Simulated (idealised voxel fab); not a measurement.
The name of this process module is voxel capacitor over wiring.
The figure presents cross-section cut, which has a width of 255 nm and is divided into square cells with an edge length of 5 nm.
Bands, listed from the top down, are how a cross-section gets written in this document; the cross-section itself is a grid of square cells, and a band is one or more rows of them. For a band, the entry starts with two heights in nm, that of the top and then that of the bottom, and carries on with the band's materials in order from left to right, each alongside its width in nm; the word "all across" beside a single material means it fills the band edge to edge, and "blank" means empty space. For the purposes of this specification, 0 denotes the height below which the wafer in its as-received condition is composed wholly of one material, and the lowermost band, lacking a lower limit, extends downward without end, as expressed in "from 0 down". Note: "30->40" means the width goes from the first number (top row of the band) to the second number (bottom row) in equal steps per row of cells. Reading "no alteration" for a step: not a cell of the cross-section changed in it. Each empty space that has no open way to the top and spans at least 8 cells appears under "Sealed cavities" as width x height at distance, the distance counted from the left edge, all in nm. Note: text after step settings on the step line = simulator remark on that step. Among the settings permitted on a step's line is "overlay nm"; applied to a step with a mask, it specifies the extent to which the mask lay to the right of its planned position, whereas a negative figure signifies a position to the left. Each of the pairs that make up the rest of this document says: here is the cross-section before one process step, here is the cross-section after it, drawn only down to the lowest band that changed, and here, under the pair, is the step lying between them with its settings. Different pairs may come from different runs of this module on the same starting wafer, so a pair continues from the pair above it only where its entry headed "Pre-step profile" says so.
# Pre-step profile
    from 80 to 70 = blank 95->80 | TiN 55->70 | blank 105
    from 70 to 65 = HfO2 80 | TiN 15 | HfO2 160
    from 65 to 60 = TiN 80 | HfO2 15 | TiN 160
    from 60 to 55 = TiN all across
    from 55 to 50 = SiCN 80 | TiN 15 | SiCN 160
    from 50 to 35 = SiO2 all across
    from 35 to 15 = SiO2 65 | TiN 5 | Ru 20 | TiN 5 | SiO2 65 | TiN 5 | Ru 20 | TiN 5 | SiO2 65
    from 15 to 10 = SiCN 65 | TiN 30 | SiCN 65 | TiN 30 | SiCN 65
    from 10 to 0 = SiO2 all across
    from 0 down = Si all across
    Sealed cavities: none
# Cross-Section Thereafter
    from 80 to 70 = blank 95->80 | TiN 55->70 | blank 105
    from 70 to 65 = blank 80 | TiN 15 | HfO2 55 | blank 105
    Nothing below the height 65 has changed.
    Sealed cavities: none
To go from the before cross-section above to the after cross-section, apply MASKED_ETCH, tone cover, mask id UPPER_PLATE, width nm 70, etch materials HfO2, depth nm 5, overlay nm 0
Pre-step profile: cross-section not repeated; it is the one shown after the step in the pair just above.
# Cross-Section Thereafter
    from 95 to 90 = blank 95 | aC 55 | blank 105
    from 90 to 80 = blank 80 | aC 70 | blank 105
    from 80 to 70 = aC 95->80 | TiN 55->70 | aC 105
    from 70 to 65 = aC 80 | TiN 15 | HfO2 55 | aC 105
    Nothing below the height 65 has changed.
    Sealed cavities: none
To go from the before cross-section above to the after cross-section, apply DIRECTIONAL_DEP, material aC, thk nm 15
Pre-step profile: cross-section not repeated; it is the one shown after the step in the pair just above.
# Cross-Section Thereafter
    from 130 to 95 = blank 75 | resist 80 | blank 100
    from 95 to 90 = blank 75 | resist 20 | aC 55 | resist 5 | blank 100
    from 90 to 80 = blank 75 | resist 5 | aC 70 | resist 5 | blank 100
    Nothing below the height 80 has changed.
    Sealed cavities: none
To go from the before cross-section above to the after cross-section, apply PATTERN, tone cover, mask id LOWER_PLATE, material resist, width nm 80, thk nm 35, overlay nm 0
Pre-step profile: cross-section not repeated; it is the one shown after the step in the pair just above.
# Cross-Section Thereafter
    from 115 to 95 = blank 75 | resist 80 | blank 100
    from 95 to 90 = blank 75 | resist 20 | aC 55 | resist 5 | blank 100
    from 90 to 80 = blank 75 | resist 5 | aC 70 | resist 5 | blank 100
    from 80 to 70 = blank 75 | aC 20->5 | TiN 55->70 | aC 5 | blank 100
    from 70 to 65 = blank 75 | aC 5 | TiN 15 | HfO2 55 | aC 5 | blank 100
    Nothing below the height 65 has changed.
    Sealed cavities: none
To go from the before cross-section above to the after cross-section, apply DIRECTIONAL_ETCH, etch materials aC, depth nm 15
Pre-step profile: cross-section not repeated; it is the one shown after the step in the pair just above.
# Cross-Section Thereafter
    from 95 to 90 = blank 95 | aC 55 | blank 105
    from 90 to 80 = blank 80 | aC 70 | blank 105
    Nothing below the height 80 has changed.
    Sealed cavities: none
To go from the before cross-section above to the after cross-section, apply STRIP, etch materials resist
Pre-step profile: cross-section not repeated; it is the one shown after the step in the pair just above.
# Cross-Section Thereafter
    from 95 to 90 = blank 95 | aC 55 | blank 105
    from 90 to 80 = blank 80 | aC 70 | blank 105
    from 80 to 70 = blank 75 | aC 20->5 | TiN 55->70 | aC 5 | blank 100
    from 70 to 65 = blank 75 | aC 5 | TiN 15 | HfO2 55 | aC 5 | blank 100
    from 65 to 60 = blank 75 | TiN 5 | HfO2 15 | TiN 60 | blank 100
    from 60 to 55 = blank 75 | TiN 80 | blank 100
    Nothing below the height 55 has changed.
    Sealed cavities: none
To go from the before cross-section above to the after cross-section, apply DIRECTIONAL_ETCH, etch materials TiN, depth nm 10
Pre-step profile: cross-section not repeated; it is the one shown after the step in the pair just above.
# Cross-Section Thereafter
    from 80 to 70 = blank 95->80 | TiN 55->70 | blank 105
    from 70 to 65 = blank 80 | TiN 15 | HfO2 55 | blank 105
    Nothing below the height 65 has changed.
    Sealed cavities: none
To go from the before cross-section above to the after cross-section, apply STRIP, etch materials aC
Pre-step profile: cross-section not repeated; it is the one shown after the step in the pair just above.
# Cross-Section Thereafter
    from 95 to 80 = SiO2 all across
    from 80 to 70 = SiO2 95->80 | TiN 55->70 | SiO2 105
    from 70 to 65 = SiO2 80 | TiN 15 | HfO2 55 | SiO2 105
    from 65 to 60 = SiO2 75 | TiN 5 | HfO2 15 | TiN 60 | SiO2 100
    from 60 to 55 = SiO2 75 | TiN 80 | SiO2 100
    Nothing below the height 55 has changed.
    Sealed cavities: none
To go from the before cross-section above to the after cross-section, apply FILL_DEP, material SiO2, thk nm 15
Pre-step profile: cross-section not repeated; it is the one shown after the step in the pair just above.
# Cross-Section Thereafter
    from 90 to 80 = SiO2 all across
    Nothing below the height 80 has changed.
    Sealed cavities: none
To go from the before cross-section above to the after cross-section, apply CMP, height nm 90
Pre-step profile: cross-section not repeated; it is the one shown after the step in the pair just above.
# Cross-Section Thereafter
    from 105 to 90 = aC all across
    Nothing below the height 90 has changed.
    Sealed cavities: none
To go from the before cross-section above to the after cross-section, apply DIRECTIONAL_DEP, material aC, thk nm 15
Pre-step profile: cross-section not repeated; it is the one shown after the step in the pair just above.
# Cross-Section Thereafter
    from 135 to 105 = resist 90 | blank 15 | resist 150
    Nothing below the height 105 has changed.
    Sealed cavities: none
To go from the before cross-section above to the after cross-section, apply PATTERN, tone open, mask id PLUG_2, material resist, width nm 15, thk nm 30, overlay nm 0
Pre-step profile: cross-section not repeated; it is the one shown after the step in the pair just above.
# Cross-Section Thereafter
    from 120 to 105 = resist 90 | blank 15 | resist 150
    from 105 to 90 = aC 90 | blank 15 | aC 150
    Nothing below the height 90 has changed.
    Sealed cavities: none
To go from the before cross-section above to the after cross-section, apply DIRECTIONAL_ETCH, etch materials aC, depth nm 15
Pre-step profile: cross-section not repeated; it is the one shown after the step in the pair just above.
# Cross-Section Thereafter
    from 105 to 90 = aC 90 | blank 15 | aC 150
    Nothing below the height 90 has changed.
    Sealed cavities: none
To go from the before cross-section above to the after cross-section, apply STRIP, etch materials resist
Pre-step profile: cross-section not repeated; it is the one shown after the step in the pair just above.
# Cross-Section Thereafter
    from 105 to 90 = aC 90 | blank 15 | aC 150
    from 90 to 80 = SiO2 90 | blank 15 | SiO2 150
    Nothing below the height 80 has changed.
    Sealed cavities: none
To go from the before cross-section above to the after cross-section, apply DIRECTIONAL_ETCH, etch materials SiO2, depth nm 10
Pre-step profile: cross-section not repeated; it is the one shown after the step in the pair just above.
# Cross-Section Thereafter
    from 90 to 80 = SiO2 90 | blank 15 | SiO2 150
    Nothing below the height 80 has changed.
    Sealed cavities: none
To go from the before cross-section above to the after cross-section, apply STRIP, etch materials aC
Pre-step profile: cross-section not repeated; it is the one shown after the step in the pair just above.
# Cross-Section Thereafter
    from 95 to 90 = TiN 95 | blank 5 | TiN 155
    from 90 to 85 = SiO2 90 | TiN 5 | blank 5 | TiN 5 | SiO2 150
    from 85 to 75 = SiO2 90->95 | TiN 15->55 | SiO2 150->105
    Nothing below the height 75 has changed.
    Sealed cavities: none
To go from the before cross-section above to the after cross-section, apply CONFORMAL_DEP, material TiN, thk nm 5
Pre-step profile: cross-section not repeated; it is the one shown after the step in the pair just above.
# Cross-Section Thereafter
    from 105 to 95 = W all across
    from 95 to 90 = TiN 95 | W 5 | TiN 155
    from 90 to 85 = SiO2 90 | TiN 5 | W 5 | TiN 5 | SiO2 150
    Nothing below the height 85 has changed.
    Sealed cavities: none
To go from the before cross-section above to the after cross-section, apply FILL_DEP, material W, thk nm 10
Pre-step profile: cross-section not repeated; it is the one shown after the step in the pair just above.
# Cross-Section Thereafter
    from 90 to 85 = SiO2 90 | TiN 5 | W 5 | TiN 5 | SiO2 150
    Nothing below the height 85 has changed.
    Sealed cavities: none
To go from the before cross-section above to the after cross-section, apply CMP, height nm 90
Pre-step profile: cross-section not repeated; it is the one shown after the step in the pair just above.
# Cross-Section Thereafter
    from 95 to 90 = SiN all across
    Nothing below the height 90 has changed.
    Sealed cavities: none
To go from the before cross-section above to the after cross-section, apply CONFORMAL_DEP, material SiN, thk nm 5
# Pre-step profile
    from 35 to 15 = SiO2 65 | TiN 5 | Ru 20 | TiN 5 | SiO2 65 | TiN 5 | Ru 20 | TiN 5 | SiO2 65
    from 15 to 10 = SiCN 65 | TiN 30 | SiCN 65 | TiN 30 | SiCN 65
    from 10 to 0 = SiO2 all across
    from 0 down = Si all across
    Sealed cavities: none
# Cross-Section Thereafter
    from 50 to 35 = SiCN all across
    Nothing below the height 35 has changed.
    Sealed cavities: none
To go from the before cross-section above to the after cross-section, apply CONFORMAL_DEP, material SiCN, thk nm 15
Pre-step profile: cross-section not repeated; it is the one shown after the step in the pair just above.
# Cross-Section Thereafter
    from 65 to 50 = SiO2 all across
    Nothing below the height 50 has changed.
    Sealed cavities: none
To go from the before cross-section above to the after cross-section, apply DIRECTIONAL_DEP, material SiO2, thk nm 15
Pre-step profile: cross-section not repeated; it is the one shown after the step in the pair just above.
# Cross-Section Thereafter
    from 85 to 65 = resist 80 | blank 15 | resist 160
    Nothing below the height 65 has changed.
    Sealed cavities: none
To go from the before cross-section above to the after cross-section, apply PATTERN, tone open, mask id PLUG_1, material resist, width nm 15, thk nm 20, overlay nm 0
Pre-step profile: cross-section not repeated; it is the one shown after the step in the pair just above.
# Cross-Section Thereafter
    from 85 to 65 = resist 80 | blank 15 | resist 160
    from 65 to 50 = SiO2 80 | blank 15 | SiO2 160
    Nothing below the height 50 has changed.
    Sealed cavities: none
To go from the before cross-section above to the after cross-section, apply DIRECTIONAL_ETCH, etch materials SiO2, depth nm 15
Pre-step profile: cross-section not repeated; it is the one shown after the step in the pair just above.
# Cross-Section Thereafter
    from 85 to 65 = resist 80 | blank 15 | resist 160
    from 65 to 50 = SiO2 80 | blank 15 | SiO2 160
    from 50 to 45 = SiCN 80 | blank 15 | SiCN 160
    Nothing below the height 45 has changed.
    Sealed cavities: none
To go from the before cross-section above to the after cross-section, apply DIRECTIONAL_ETCH, etch materials SiCN, depth nm 5
Pre-step profile: cross-section not repeated; it is the one shown after the step in the pair just above.
# Cross-Section Thereafter
    from 65 to 50 = SiO2 80 | blank 15 | SiO2 160
    Nothing below the height 50 has changed.
    Sealed cavities: none
To go from the before cross-section above to the after cross-section, apply STRIP, etch materials resist
Pre-step profile: cross-section not repeated; it is the one shown after the step in the pair just above.
# Cross-Section Thereafter
    from 75 to 65 = TiN 80 | blank 15 | TiN 160
    from 65 to 55 = SiO2 80 | blank 15 | SiO2 160
    from 55 to 50 = SiO2 80 | TiN 15 | SiO2 160
    from 50 to 45 = SiCN 80 | TiN 15 | SiCN 160
    Nothing below the height 45 has changed.
    Sealed cavities: none
To go from the before cross-section above to the after cross-section, apply DIRECTIONAL_DEP, material TiN, thk nm 10
Pre-step profile: cross-section not repeated; it is the one shown after the step in the pair just above.
# Cross-Section Thereafter
    from 80 to 75 = HfO2 80 | blank 15 | HfO2 160
    from 75 to 65 = TiN 80 | blank 15 | TiN 160
    from 65 to 60 = SiO2 80 | blank 15 | SiO2 160
    from 60 to 55 = SiO2 80 | HfO2 15 | SiO2 160
    Nothing below the height 55 has changed.
    Sealed cavities: none
To go from the before cross-section above to the after cross-section, apply DIRECTIONAL_DEP, material HfO2, thk nm 5
Pre-step profile: cross-section not repeated; it is the one shown after the step in the pair just above.
# Cross-Section Thereafter
    from 90 to 80 = TiN 80 | blank 15 | TiN 160
    from 80 to 75 = HfO2 80 | blank 15 | HfO2 160
    from 75 to 70 = TiN 80 | blank 15 | TiN 160
    from 70 to 65 = TiN all across
    from 65 to 60 = SiO2 80 | TiN 15 | SiO2 160
    Nothing below the height 60 has changed.
    Sealed cavities: none
To go from the before cross-section above to the after cross-section, apply DIRECTIONAL_DEP, material TiN, thk nm 10
Pre-step profile: cross-section not repeated; it is the one shown after the step in the pair just above.
# Cross-Section Thereafter
    from 90 to 80 = blank 95 | TiN 55 | blank 105
    Nothing below the height 80 has changed.
    Sealed cavities: none
To go from the before cross-section above to the after cross-section, apply MASKED_ETCH, tone cover, mask id UPPER_PLATE, width nm 70, etch materials TiN, depth nm 10, overlay nm 0
Pre-step profile: cross-section not repeated; it is the one shown after the step in the pair just above.
# Cross-Section Thereafter
    from 90 to 80 = blank 95 | TiN 55 | blank 105
    from 80 to 75 = blank 95 | HfO2 55 | blank 105
    Nothing below the height 75 has changed.
    Sealed cavities: none
To go from the before cross-section above to the after cross-section, apply MASKED_ETCH, tone cover, mask id UPPER_PLATE, width nm 70, etch materials HfO2, depth nm 5, overlay nm 0
Pre-step profile: cross-section not repeated; it is the one shown after the step in the pair just above.
# Cross-Section Thereafter
    from 105 to 90 = blank 95 | aC 55 | blank 105
    from 90 to 85 = aC 80 | blank 15 | TiN 55 | aC 105
    from 85 to 80 = aC 95 | TiN 55 | aC 105
    from 80 to 75 = aC 95 | HfO2 55 | aC 105
    from 75 to 70 = TiN 80 | aC 15 | TiN 160
    Nothing below the height 70 has changed.
    Sealed cavities: none
To go from the before cross-section above to the after cross-section, apply DIRECTIONAL_DEP, material aC, thk nm 15
Pre-step profile: cross-section not repeated; it is the one shown after the step in the pair just above.
# Cross-Section Thereafter
    from 140 to 105 = blank 75 | resist 80 | blank 100
    from 105 to 90 = blank 75 | resist 20 | aC 55 | resist 5 | blank 100
    from 90 to 85 = aC 80 | resist 15 | TiN 55 | aC 105
    Nothing below the height 85 has changed.
    Sealed cavities: none
To go from the before cross-section above to the after cross-section, apply PATTERN, tone cover, mask id LOWER_PLATE, material resist, width nm 80, thk nm 35, overlay nm 0
Pre-step profile: cross-section not repeated; it is the one shown after the step in the pair just above.
# Cross-Section Thereafter
    from 125 to 105 = blank 75 | resist 80 | blank 100
    from 105 to 90 = blank 75 | resist 20 | aC 55 | resist 5 | blank 100
    from 90 to 85 = blank 75 | aC 5 | resist 15 | TiN 55 | aC 5 | blank 100
    from 85 to 80 = blank 75 | aC 20 | TiN 55 | aC 5 | blank 100
    from 80 to 75 = blank 75 | aC 20 | HfO2 55 | aC 5 | blank 100
    Nothing below the height 75 has changed.
    Sealed cavities: none
To go from the before cross-section above to the after cross-section, apply DIRECTIONAL_ETCH, etch materials aC, depth nm 15
Pre-step profile: cross-section not repeated; it is the one shown after the step in the pair just above.
# Cross-Section Thereafter
    from 105 to 90 = blank 95 | aC 55 | blank 105
    from 90 to 85 = blank 75 | aC 5 | blank 15 | TiN 55 | aC 5 | blank 100
    Nothing below the height 85 has changed.
    Sealed cavities: none
To go from the before cross-section above to the after cross-section, apply STRIP, etch materials resist
Pre-step profile: cross-section not repeated; it is the one shown after the step in the pair just above.
# Cross-Section Thereafter
    from 105 to 90 = blank 95 | aC 55 | blank 105
    from 90 to 85 = blank 75 | aC 5 | blank 15 | TiN 55 | aC 5 | blank 100
    from 85 to 80 = blank 75 | aC 20 | TiN 55 | aC 5 | blank 100
    from 80 to 75 = blank 75 | aC 20 | HfO2 55 | aC 5 | blank 100
    from 75 to 70 = blank 75 | TiN 5 | aC 15 | TiN 60 | blank 100
    from 70 to 65 = blank 75 | TiN 80 | blank 100
    Nothing below the height 65 has changed.
    Sealed cavities: none
To go from the before cross-section above to the after cross-section, apply DIRECTIONAL_ETCH, etch materials TiN, depth nm 10
Pre-step profile: cross-section not repeated; it is the one shown after the step in the pair just above.
# Cross-Section Thereafter
    from 90 to 80 = blank 95 | TiN 55 | blank 105
    from 80 to 75 = blank 95 | HfO2 55 | blank 105
    from 75 to 70 = blank 75 | TiN 5 | blank 15 | TiN 60 | blank 100
    Nothing below the height 70 has changed.
    Sealed cavities: none
To go from the before cross-section above to the after cross-section, apply STRIP, etch materials aC
Pre-step profile: cross-section not repeated; it is the one shown after the step in the pair just above.
# Cross-Section Thereafter
    from 105 to 90 = SiO2 all across
    from 90 to 80 = SiO2 95 | TiN 55 | SiO2 105
    from 80 to 75 = SiO2 95 | HfO2 55 | SiO2 105
    from 75 to 70 = SiO2 75 | TiN 5 | SiO2 15 | TiN 60 | SiO2 100
    from 70 to 60 = SiO2 75->80 | TiN 80->15 | SiO2 100->160
    Nothing below the height 60 has changed.
    Sealed cavities: none
To go from the before cross-section above to the after cross-section, apply FILL_DEP, material SiO2, thk nm 15
Pre-step profile: cross-section not repeated; it is the one shown after the step in the pair just above.
# Cross-Section Thereafter
    from 90 to 80 = SiO2 95 | TiN 55 | SiO2 105
    Nothing below the height 80 has changed.
    Sealed cavities: none
To go from the before cross-section above to the after cross-section, apply CMP, height nm 90
Pre-step profile: cross-section not repeated; it is the one shown after the step in the pair just above.
# Cross-Section Thereafter
    from 105 to 90 = aC all across
    Nothing below the height 90 has changed.
    Sealed cavities: none
To go from the before cross-section above to the after cross-section, apply DIRECTIONAL_DEP, material aC, thk nm 15
Pre-step profile: cross-section not repeated; it is the one shown after the step in the pair just above.
# Cross-Section Thereafter
    from 135 to 105 = resist 90 | blank 15 | resist 150
    Nothing below the height 105 has changed.
    Sealed cavities: none
To go from the before cross-section above to the after cross-section, apply PATTERN, tone open, mask id PLUG_2, material resist, width nm 15, thk nm 30, overlay nm 0
Pre-step profile: cross-section not repeated; it is the one shown after the step in the pair just above.
# Cross-Section Thereafter
    from 120 to 105 = resist 90 | blank 15 | resist 150
    from 105 to 90 = aC 90 | blank 15 | aC 150
    Nothing below the height 90 has changed.
    Sealed cavities: none
To go from the before cross-section above to the after cross-section, apply DIRECTIONAL_ETCH, etch materials aC, depth nm 15
Pre-step profile: cross-section not repeated; it is the one shown after the step in the pair just above.
# Cross-Section Thereafter
    from 105 to 90 = aC 90 | blank 15 | aC 150
    Nothing below the height 90 has changed.
    Sealed cavities: none
To go from the before cross-section above to the after cross-section, apply STRIP, etch materials resist
Pre-step profile: cross-section not repeated; it is the one shown after the step in the pair just above.
# Cross-Section Thereafter
    from 105 to 90 = aC 90 | blank 15 | aC 150
    from 90 to 80 = SiO2 90 | blank 5 | TiN 55 | SiO2 105
    Nothing below the height 80 has changed.
    Sealed cavities: none
To go from the before cross-section above to the after cross-section, apply DIRECTIONAL_ETCH, etch materials SiO2, depth nm 10
Pre-step profile: cross-section not repeated; it is the one shown after the step in the pair just above.
# Cross-Section Thereafter
    from 90 to 80 = SiO2 90 | blank 5 | TiN 55 | SiO2 105
    Nothing below the height 80 has changed.
    Sealed cavities: none
To go from the before cross-section above to the after cross-section, apply STRIP, etch materials aC
Pre-step profile: cross-section not repeated; it is the one shown after the step in the pair just above.
# Cross-Section Thereafter
    from 95 to 90 = TiN all across
    from 90 to 80 = SiO2 90 | TiN 60 | SiO2 105
    Nothing below the height 80 has changed.
    Sealed cavities: none
To go from the before cross-section above to the after cross-section, apply CONFORMAL_DEP, material TiN, thk nm 5
Pre-step profile: cross-section not repeated; it is the one shown after the step in the pair just above.
# Cross-Section Thereafter
    from 105 to 95 = W all across
    Nothing below the height 95 has changed.
    Sealed cavities: none
To go from the before cross-section above to the after cross-section, apply FILL_DEP, material W, thk nm 10
Pre-step profile: cross-section not repeated; it is the one shown after the step in the pair just above.
# Cross-Section Thereafter
    from 90 to 80 = SiO2 90 | TiN 60 | SiO2 105
    Nothing below the height 80 has changed.
    Sealed cavities: none
To go from the before cross-section above to the after cross-section, apply CMP, height nm 90
Pre-step profile: cross-section not repeated; it is the one shown after the step in the pair just above.
# Cross-Section Thereafter
    from 95 to 90 = SiN all across
    Nothing below the height 90 has changed.
    Sealed cavities: none
To go from the before cross-section above to the after cross-section, apply CONFORMAL_DEP, material SiN, thk nm 5
# Pre-step profile
    from 105 to 90 = aC all across
    from 90 to 80 = SiO2 all across
    from 80 to 70 = SiO2 80 | TiN 70 | SiO2 105
    from 70 to 65 = SiO2 80 | HfO2 70 | SiO2 105
    from 65 to 55 = SiO2 75 | TiN 80 | SiO2 100
    from 55 to 40 = SiO2 80 | Ru 15 | SiO2 160
    from 40 to 35 = SiCN 80 | Ru 15 | SiCN 160
    from 35 to 15 = SiO2 65 | TiN 5 | Ru 20 | TiN 5 | SiO2 65 | TiN 5 | Ru 20 | TiN 5 | SiO2 65
    from 15 to 10 = SiCN 65 | TiN 30 | SiCN 65 | TiN 30 | SiCN 65
    from 10 to 0 = SiO2 all across
    from 0 down = Si all across
    Sealed cavities: none
# Cross-Section Thereafter
    from 135 to 105 = resist 85 | blank 25 | resist 145
    Nothing below the height 105 has changed.
    Sealed cavities: none
To go from the before cross-section above to the after cross-section, apply PATTERN, tone open, mask id PLUG_2, material resist, width nm 25, thk nm 30, overlay nm 0
Pre-step profile: cross-section not repeated; it is the one shown after the step in the pair just above.
# Cross-Section Thereafter
    from 120 to 105 = resist 85 | blank 25 | resist 145
    from 105 to 90 = aC 85 | blank 25 | aC 145
    Nothing below the height 90 has changed.
    Sealed cavities: none
To go from the before cross-section above to the after cross-section, apply DIRECTIONAL_ETCH, etch materials aC, depth nm 15
Pre-step profile: cross-section not repeated; it is the one shown after the step in the pair just above.
# Cross-Section Thereafter
    from 105 to 90 = aC 85 | blank 25 | aC 145
    Nothing below the height 90 has changed.
    Sealed cavities: none
To go from the before cross-section above to the after cross-section, apply STRIP, etch materials resist
Pre-step profile: cross-section not repeated; it is the one shown after the step in the pair just above.
# Cross-Section Thereafter
    from 105 to 90 = aC 85 | blank 25 | aC 145
    from 90 to 80 = SiO2 85 | blank 25 | SiO2 145
    Nothing below the height 80 has changed.
    Sealed cavities: none
To go from the before cross-section above to the after cross-section, apply DIRECTIONAL_ETCH, etch materials SiO2, depth nm 10
Pre-step profile: cross-section not repeated; it is the one shown after the step in the pair just above.
# Cross-Section Thereafter
    from 90 to 80 = SiO2 85 | blank 25 | SiO2 145
    Nothing below the height 80 has changed.
    Sealed cavities: none
To go from the before cross-section above to the after cross-section, apply STRIP, etch materials aC
Pre-step profile: cross-section not repeated; it is the one shown after the step in the pair just above.
# Cross-Section Thereafter
    from 95 to 90 = TiN 90 | blank 15 | TiN 150
    from 90 to 85 = SiO2 85 | TiN 5 | blank 15 | TiN 5 | SiO2 145
    from 85 to 80 = SiO2 85 | TiN 25 | SiO2 145
    Nothing below the height 80 has changed.
    Sealed cavities: none
To go from the before cross-section above to the after cross-section, apply CONFORMAL_DEP, material TiN, thk nm 5
Pre-step profile: cross-section not repeated; it is the one shown after the step in the pair just above.
# Cross-Section Thereafter
    from 105 to 95 = W all across
    from 95 to 90 = TiN 90 | W 15 | TiN 150
    from 90 to 85 = SiO2 85 | TiN 5 | W 15 | TiN 5 | SiO2 145
    Nothing below the height 85 has changed.
    Sealed cavities: none
To go from the before cross-section above to the after cross-section, apply FILL_DEP, material W, thk nm 10
Pre-step profile: cross-section not repeated; it is the one shown after the step in the pair just above.
# Cross-Section Thereafter
    from 90 to 85 = SiO2 85 | TiN 5 | W 15 | TiN 5 | SiO2 145
    Nothing below the height 85 has changed.
    Sealed cavities: none
To go from the before cross-section above to the after cross-section, apply CMP, height nm 90
Pre-step profile: cross-section not repeated; it is the one shown after the step in the pair just above.
# Cross-Section Thereafter
    from 95 to 90 = SiN all across
    Nothing below the height 90 has changed.
    Sealed cavities: none
To go from the before cross-section above to the after cross-section, apply CONFORMAL_DEP, material SiN, thk nm 5
# Pre-step profile
    from 35 to 15 = SiO2 all across
    from 15 to 10 = SiCN all across
    from 10 to 0 = SiO2 all across
    from 0 down = Si all across
    Sealed cavities: none
# Cross-Section Thereafter
    from 55 to 35 = resist 60 | blank 30 | resist 65 | blank 30 | resist 70
    Nothing below the height 35 has changed.
    Sealed cavities: none
To go from the before cross-section above to the after cross-section, apply PATTERN, tone open, mask id METAL_1, material resist, width nm 30, pitch nm 95, thk nm 20, overlay nm -5
Pre-step profile: cross-section not repeated; it is the one shown after the step in the pair just above.
# Cross-Section Thereafter
    from 55 to 35 = resist 60 | blank 30 | resist 65 | blank 30 | resist 70
    from 35 to 15 = SiO2 60 | blank 30 | SiO2 65 | blank 30 | SiO2 70
    Nothing below the height 15 has changed.
    Sealed cavities: none
To go from the before cross-section above to the after cross-section, apply DIRECTIONAL_ETCH, etch materials SiO2, depth nm 20
Pre-step profile: cross-section not repeated; it is the one shown after the step in the pair just above.
# Cross-Section Thereafter
    from 55 to 35 = resist 60 | blank 30 | resist 65 | blank 30 | resist 70
    from 35 to 15 = SiO2 60 | blank 30 | SiO2 65 | blank 30 | SiO2 70
    from 15 to 10 = SiCN 60 | blank 30 | SiCN 65 | blank 30 | SiCN 70
    Nothing below the height 10 has changed.
    Sealed cavities: none
To go from the before cross-section above to the after cross-section, apply DIRECTIONAL_ETCH, etch materials SiCN, depth nm 5
Pre-step profile: cross-section not repeated; it is the one shown after the step in the pair just above.
# Cross-Section Thereafter
    from 35 to 15 = SiO2 60 | blank 30 | SiO2 65 | blank 30 | SiO2 70
    Nothing below the height 15 has changed.
    Sealed cavities: none
To go from the before cross-section above to the after cross-section, apply STRIP, etch materials resist
Pre-step profile: cross-section not repeated; it is the one shown after the step in the pair just above.
# Cross-Section Thereafter
    from 40 to 35 = TiN 65 | blank 20 | TiN 75 | blank 20 | TiN 75
    from 35 to 15 = SiO2 60 | TiN 5 | blank 20 | TiN 5 | SiO2 65 | TiN 5 | blank 20 | TiN 5 | SiO2 70
    from 15 to 10 = SiCN 60 | TiN 30 | SiCN 65 | TiN 30 | SiCN 70
    Nothing below the height 10 has changed.
    Sealed cavities: none
To go from the before cross-section above to the after cross-section, apply CONFORMAL_DEP, material TiN, thk nm 5
Pre-step profile: cross-section not repeated; it is the one shown after the step in the pair just above.
# Cross-Section Thereafter
    from 45 to 40 = Ru all across
    from 40 to 35 = TiN 65 | Ru 20 | TiN 75 | Ru 20 | TiN 75
    from 35 to 15 = SiO2 60 | TiN 5 | Ru 20 | TiN 5 | SiO2 65 | TiN 5 | Ru 20 | TiN 5 | SiO2 70
    Nothing below the height 15 has changed.
    Sealed cavities: none
To go from the before cross-section above to the after cross-section, apply FILL_DEP, material Ru, thk nm 5
Pre-step profile: cross-section not repeated; it is the one shown after the step in the pair just above.
# Cross-Section Thereafter
    from 35 to 15 = SiO2 60 | TiN 5 | Ru 20 | TiN 5 | SiO2 65 | TiN 5 | Ru 20 | TiN 5 | SiO2 70
    Nothing below the height 15 has changed.
    Sealed cavities: none
To go from the before cross-section above to the after cross-section, apply CMP, height nm 35
Pre-step profile: cross-section not repeated; it is the one shown after the step in the pair just above.
# Cross-Section Thereafter
    from 40 to 35 = SiCN all across
    Nothing below the height 35 has changed.
    Sealed cavities: none
To go from the before cross-section above to the after cross-section, apply CONFORMAL_DEP, material SiCN, thk nm 5
Pre-step profile: cross-section not repeated; it is the one shown after the step in the pair just above.
# Cross-Section Thereafter
    from 55 to 40 = SiO2 all across
    Nothing below the height 40 has changed.
    Sealed cavities: none
To go from the before cross-section above to the after cross-section, apply DIRECTIONAL_DEP, material SiO2, thk nm 15
Pre-step profile: cross-section not repeated; it is the one shown after the step in the pair just above.
# Cross-Section Thereafter
    from 75 to 55 = resist 80 | blank 15 | resist 160
    Nothing below the height 55 has changed.
    Sealed cavities: none
To go from the before cross-section above to the after cross-section, apply PATTERN, tone open, mask id PLUG_1, material resist, width nm 15, thk nm 20, overlay nm 0
Pre-step profile: cross-section not repeated; it is the one shown after the step in the pair just above.
# Cross-Section Thereafter
    from 75 to 55 = resist 80 | blank 15 | resist 160
    from 55 to 40 = SiO2 80 | blank 15 | SiO2 160
    Nothing below the height 40 has changed.
    Sealed cavities: none
To go from the before cross-section above to the after cross-section, apply DIRECTIONAL_ETCH, etch materials SiO2, depth nm 15
Pre-step profile: cross-section not repeated; it is the one shown after the step in the pair just above.
# Cross-Section Thereafter
    from 75 to 55 = resist 80 | blank 15 | resist 160
    from 55 to 40 = SiO2 80 | blank 15 | SiO2 160
    from 40 to 35 = SiCN 80 | blank 15 | SiCN 160
    Nothing below the height 35 has changed.
    Sealed cavities: none
To go from the before cross-section above to the after cross-section, apply DIRECTIONAL_ETCH, etch materials SiCN, depth nm 5
Pre-step profile: cross-section not repeated; it is the one shown after the step in the pair just above.
# Cross-Section Thereafter
    from 55 to 40 = SiO2 80 | blank 15 | SiO2 160
    Nothing below the height 40 has changed.
    Sealed cavities: none
To go from the before cross-section above to the after cross-section, apply STRIP, etch materials resist
Pre-step profile: cross-section not repeated; it is the one shown after the step in the pair just above.
# Cross-Section Thereafter
    from 55 to 45 = SiO2 80 | blank 15 | SiO2 160
    from 45 to 40 = SiO2 80 | Ru 15 | SiO2 160
    from 40 to 35 = SiCN 80 | Ru 15 | SiCN 160
    Nothing below the height 35 has changed.
    Sealed cavities: none
To go from the before cross-section above to the after cross-section, apply EPI, material Ru, thk nm 10
Pre-step profile: cross-section not repeated; it is the one shown after the step in the pair just above.
# Cross-Section Thereafter
    from 55 to 40 = SiO2 80 | Ru 15 | SiO2 160
    Nothing below the height 40 has changed.
    Sealed cavities: none
To go from the before cross-section above to the after cross-section, apply EPI, material Ru, thk nm 10
Pre-step profile: cross-section not repeated; it is the one shown after the step in the pair just above.
# Cross-Section Thereafter
    from 65 to 55 = TiN all across
    Nothing below the height 55 has changed.
    Sealed cavities: none
To go from the before cross-section above to the after cross-section, apply DIRECTIONAL_DEP, material TiN, thk nm 10
